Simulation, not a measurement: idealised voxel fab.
process module | voxel ribs on slabs
cross-section cut | 265 nm wide | cells 5 nm
A cross-section is a grid of square cells, given in bands from the top down. A band is one or more rows of cells.
Each band's line starts with the height of the band's top and of its bottom, in nm. Then come its materials from left to right, each with its width in nm. One material with "throughout" fills the band from edge to edge. "air" is empty space.
Height 0 is the level under which the wafer as received is all one material. The lowest band goes on downwards, as in "0 down".
A width such as "30 to 40" changes by the same amount from each row of cells to the next, from the band's top row to its bottom row.
"no change" after a step means that no cell of the cross-section changed.
closed voids: empty space of 8 cells or more with no open way to the top, each as width x height at its distance from the left edge, in nm
after a step's settings: what the simulator itself notes on the step
overlay nm, on a step with a mask: how far to the right of its planned place the mask lay; to the left if negative
plan
1 op RECEIVE | material Si
2 op DIRECTIONAL_DEP | material SiO2 | thk nm 25
3 op DIRECTIONAL_DEP | material SiN | thk nm 20
4 op MASKED_ETCH | tone cover | mask id RIB | width nm 20 | etch materials SiN | depth nm 15 | overlay nm 0
5 op PATTERN | tone cover | mask id SLAB | material resist | width nm 60 | thk nm 15 | overlay nm 0
6 op DIRECTIONAL_ETCH | etch materials SiN | depth nm 5
7 op STRIP | etch materials resist
8 op FILL_DEP | material SiO2 | thk nm 30
9 op CMP | height nm 65
10 op DIRECTIONAL_DEP | material W | thk nm 10
11 op PATTERN | tone cover | mask id HEATER | material resist | width nm 30 | thk nm 20 | overlay nm 0
12 op DIRECTIONAL_ETCH | etch materials W | depth nm 10
13 op STRIP | etch materials resist
14 op CONFORMAL_DEP | material SiO2 | thk nm 10
as received, after step 1
  0 down: Si throughout
  closed voids: none
a wafer at the end: this start, this plan, one mistake
  90 to 80: air 105 | SiO2 50 | air 110
  80 to 70: SiO2 115 | W 30 | SiO2 120
  70 to 45: SiO2 throughout
  45 to 30: SiO2 120 | SiN 20 | SiO2 125
  30 to 25: SiO2 100 | SiN 60 | SiO2 105
  25 to 0: SiO2 throughout
  0 down: Si throughout
  closed voids: none
what went wrong: step 9 ran as: op CMP | height nm 70
